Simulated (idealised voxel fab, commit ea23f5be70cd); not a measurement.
Process module heading - voxel wiring stack
It is cross-section cut that appears here, measuring 260 nm in width, its square cells being 5 nm in size.
If you're reading a cross-section in this doc, picture square cells in a grid; it comes to you as bands, top ones listed first down to the bottom, and a band can be one or more rows of cells.
Top height, bottom height, nm. Materials left to right, width each, nm. Single material + "full width" = fills band edge to edge. "empty" = empty.
Basically, 0 is our baseline, since under it the wafer straight out of the box is all one material. The bottom band has no lower end and keeps on going down, so it looks like "0 nm and below".
With a width like "30 to 40", each row of cells in the band differs from the next by the same amount, the top row carrying the first number and the bottom row the second.
When a step is marked "identical to before", none of the cells in the cross-section changed during that step.
"Internal closed voids" specifies each empty space that is not open to the top and that occupies no fewer than 8 cells, using the form width x height at distance, the distance measured from the left edge and all three quantities in nm.
The remark found on a step's line after its settings is issued by the simulator itself and pertains to that step.
"overlay nm", when on a step's line for a step with a mask, measures how far to the right of its planned place the mask lay; a negative measure means to the left.

Planned step list for the process
| 1 | RECEIVE with material Si |
| 2 | CONFORMAL_DEP with material SiO2, thk nm 15 |
| 3 | CONFORMAL_DEP with material SiCN, thk nm 5 |
| 4 | DIRECTIONAL_DEP with material lowk, thk nm 25 |
| 5 | PATTERN with tone open, mask id METAL_1, material resist, width nm 25, pitch nm 40, thk nm 15, overlay nm 0 |
| 6 | DIRECTIONAL_ETCH with etch materials lowk, depth nm 25 |
| 7 | DIRECTIONAL_ETCH with etch materials SiCN, depth nm 5 |
| 8 | STRIP with etch materials resist |
| 9 | CONFORMAL_DEP with material TiN, thk nm 5 |
| 10 | FILL_DEP with material Cu, thk nm 10 |
| 11 | CMP with height nm 45 |
| 12 | CONFORMAL_DEP with material SiCN, thk nm 5 |
| 13 | DIRECTIONAL_DEP with material lowk, thk nm 35 |
| 14 | PATTERN with tone open, mask id METAL_2_HOLES, material resist, width nm 15, pitch nm 40, thk nm 15, overlay nm 0 |
| 15 | DIRECTIONAL_ETCH with etch materials lowk, depth nm 35 |
| 16 | STRIP with etch materials resist |
| 17 | MASKED_ETCH with tone open, mask id METAL_2, width nm 25, pitch nm 40, etch materials lowk, depth nm 20, overlay nm 0 |
| 18 | MASKED_ETCH with tone open, mask id METAL_2, width nm 25, pitch nm 40, etch materials SiCN, depth nm 5, overlay nm 0 |
| 19 | CONFORMAL_DEP with material TiN, thk nm 5 |
| 20 | FILL_DEP with material Ru, thk nm 5 |
| 21 | CMP with height nm 85 |
| 22 | CONFORMAL_DEP with material SiCN, thk nm 5 |
| 23 | DIRECTIONAL_DEP with material lowk, thk nm 35 |
| 24 | DIRECTIONAL_DEP with material aC, thk nm 10 |
| 25 | PATTERN with tone open, mask id METAL_3, material resist, width nm 25, pitch nm 40, thk nm 30, overlay nm 0 |
| 26 | DIRECTIONAL_ETCH with etch materials aC, depth nm 10 |
| 27 | STRIP with etch materials resist |
| 28 | DIRECTIONAL_ETCH with etch materials lowk, depth nm 20 |
| 29 | STRIP with etch materials aC |
| 30 | DIRECTIONAL_DEP with material aC, thk nm 10 |
| 31 | PATTERN with tone open, mask id METAL_3_HOLES, material resist, width nm 15, pitch nm 80, thk nm 30, overlay nm 0 |
| 32 | DIRECTIONAL_ETCH with etch materials aC, depth nm 10 |
| 33 | STRIP with etch materials resist |
| 34 | DIRECTIONAL_ETCH with etch materials lowk, depth nm 15 |
| 35 | DIRECTIONAL_ETCH with etch materials SiCN, depth nm 5 |
| 36 | STRIP with etch materials aC |
| 37 | CONFORMAL_DEP with material TiN, thk nm 5 |
| 38 | FILL_DEP with material Cu, thk nm 10 |
| 39 | CMP with height nm 125 |
| 40 | CONFORMAL_DEP with material SiCN, thk nm 5 |
| 41 | DIRECTIONAL_DEP with material lowk, thk nm 35 |
| 42 | PATTERN with tone open, mask id METAL_4_HOLES, material resist, width nm 15, pitch nm 40, thk nm 20, overlay nm 0 |
| 43 | DIRECTIONAL_ETCH with etch materials lowk, depth nm 35 |
| 44 | STRIP with etch materials resist |
| 45 | DIRECTIONAL_DEP with material aC, thk nm 10 |
| 46 | PATTERN with tone open, mask id METAL_4, material resist, width nm 25, pitch nm 40, thk nm 30, overlay nm 0 |
| 47 | DIRECTIONAL_ETCH with etch materials aC, depth nm 10 |
| 48 | STRIP with etch materials resist |
| 49 | DIRECTIONAL_ETCH with etch materials lowk, depth nm 20 |
| 50 | DIRECTIONAL_ETCH with etch materials SiCN, depth nm 5 |
| 51 | STRIP with etch materials aC |
| 52 | CONFORMAL_DEP with material TiN, thk nm 5 |
| 53 | FILL_DEP with material Cu, thk nm 10 |
| 54 | CMP with height nm 165 |
| 55 | CONFORMAL_DEP with material SiCN, thk nm 5 |

Cross-section: wafer on arrival = after step 1
* 0 nm and below  Si full width
* Internal closed voids: none

Run as planned - first of the two wafers cross-sectioned at the end of the module
* 170 nm to 165 nm  SiCN full width
* 165 nm to 150 nm  lowk (75); TiN (5); Cu (15); TiN (5); lowk (15); TiN (5); Cu (15); TiN (5); lowk (15); TiN (5); Cu (15); TiN (5); lowk (80)
* 150 nm to 145 nm  lowk (75); TiN (5); Cu (5); TiN (15); lowk (15); TiN (5); Cu (5); TiN (15); lowk (15); TiN (5); Cu (5); TiN (15); lowk (80)
* 145 nm to 130 nm  lowk (75); TiN (5); Cu (5); TiN (5); lowk (25); TiN (5); Cu (5); TiN (5); lowk (25); TiN (5); Cu (5); TiN (5); lowk (90)
* 130 nm to 125 nm  SiCN (75); TiN (15); SiCN (25); TiN (15); SiCN (25); TiN (15); SiCN (90)
* 125 nm to 110 nm  lowk (75); TiN (5); Cu (15); TiN (5); lowk (15); TiN (5); Cu (15); TiN (5); lowk (15); TiN (5); Cu (15); TiN (5); lowk (80)
* 110 nm to 105 nm  lowk (75); TiN (5); Cu (5); TiN (15); lowk (15); TiN (25); lowk (15); TiN (5); Cu (5); TiN (15); lowk (80)
* 105 nm to 90 nm  lowk (75); TiN (5); Cu (5); TiN (5); lowk (65); TiN (5); Cu (5); TiN (5); lowk (90)
* 90 nm to 85 nm  SiCN (75); TiN (15); SiCN (65); TiN (15); SiCN (90)
* 85 nm to 70 nm  lowk (75); TiN (5); Ru (15); TiN (5); lowk (15); TiN (5); Ru (15); TiN (5); lowk (15); TiN (5); Ru (15); TiN (5); lowk (80)
* 70 nm to 65 nm  lowk (75); TiN (5); Ru (5); TiN (15); lowk (15); TiN (5); Ru (5); TiN (15); lowk (15); TiN (5); Ru (5); TiN (15); lowk (80)
* 65 nm to 50 nm  lowk (75); TiN (5); Ru (5); TiN (5); lowk (25); TiN (5); Ru (5); TiN (5); lowk (25); TiN (5); Ru (5); TiN (5); lowk (90)
* 50 nm to 45 nm  SiCN (75); TiN (15); SiCN (25); TiN (15); SiCN (25); TiN (15); SiCN (90)
* 45 nm to 20 nm  lowk (75); TiN (5); Cu (15); TiN (5); lowk (15); TiN (5); Cu (15); TiN (5); lowk (15); TiN (5); Cu (15); TiN (5); lowk (80)
* 20 nm to 15 nm  SiCN (75); TiN (25); SiCN (15); TiN (25); SiCN (15); TiN (25); SiCN (80)
* 15 nm to 0 nm  SiO2 full width
* 0 nm and below  Si full width
* Internal closed voids: none

Now the second wafer, cross-sectioned at the end of the module. Nothing different at the start, nothing different in the plan compared with the first, just one mistake when it was actually run
* 170 nm to 165 nm  SiCN full width
* 165 nm to 150 nm  lowk (75); TiN (5); Cu (15); TiN (5); lowk (15); TiN (5); Cu (15); TiN (5); lowk (15); TiN (5); Cu (15); TiN (5); lowk (80)
* 150 nm to 145 nm  lowk (75); TiN (5); Cu (5); TiN (15); lowk (15); TiN (5); Cu (5); TiN (15); lowk (15); TiN (5); Cu (5); TiN (15); lowk (80)
* 145 nm to 130 nm  lowk (75); TiN (5); Cu (5); TiN (5); lowk (25); TiN (5); Cu (5); TiN (5); lowk (25); TiN (5); Cu (5); TiN (5); lowk (90)
* 130 nm to 125 nm  SiCN (75); TiN (15); SiCN (25); TiN (15); SiCN (25); TiN (15); SiCN (90)
* 125 nm to 110 nm  lowk (70); TiN (5); Cu (15); TiN (5); lowk (15); TiN (5); Cu (15); TiN (5); lowk (15); TiN (5); Cu (15); TiN (5); lowk (85)
* 110 nm to 105 nm  lowk (70); TiN (10); Cu (5); TiN (10); lowk (15); TiN (25); lowk (15); TiN (10); Cu (5); TiN (10); lowk (85)
* 105 nm to 90 nm  lowk (75); TiN (5); Cu (5); TiN (5); lowk (65); TiN (5); Cu (5); TiN (5); lowk (90)
* 90 nm to 85 nm  SiCN (75); TiN (15); SiCN (65); TiN (15); SiCN (90)
* 85 nm to 70 nm  lowk (75); TiN (5); Ru (15); TiN (5); lowk (15); TiN (5); Ru (15); TiN (5); lowk (15); TiN (5); Ru (15); TiN (5); lowk (80)
* 70 nm to 65 nm  lowk (75); TiN (5); Ru (5); TiN (15); lowk (15); TiN (5); Ru (5); TiN (15); lowk (15); TiN (5); Ru (5); TiN (15); lowk (80)
* 65 nm to 50 nm  lowk (75); TiN (5); Ru (5); TiN (5); lowk (25); TiN (5); Ru (5); TiN (5); lowk (25); TiN (5); Ru (5); TiN (5); lowk (90)
* 50 nm to 45 nm  SiCN (75); TiN (15); SiCN (25); TiN (15); SiCN (25); TiN (15); SiCN (90)
* 45 nm to 20 nm  lowk (75); TiN (5); Cu (15); TiN (5); lowk (15); TiN (5); Cu (15); TiN (5); lowk (15); TiN (5); Cu (15); TiN (5); lowk (80)
* 20 nm to 15 nm  SiCN (75); TiN (25); SiCN (15); TiN (25); SiCN (15); TiN (25); SiCN (80)
* 15 nm to 0 nm  SiO2 full width
* 0 nm and below  Si full width
* Internal closed voids: none
What was the processing mistake? for step 25, the planned setting was not used; the step was instead run as PATTERN with tone open, mask id METAL_3, material resist, width nm 25, pitch nm 40, thk nm 30, overlay nm -5
So at the finish, the second wafer's got exactly as many cells of each material as the first, just not in the same spots.
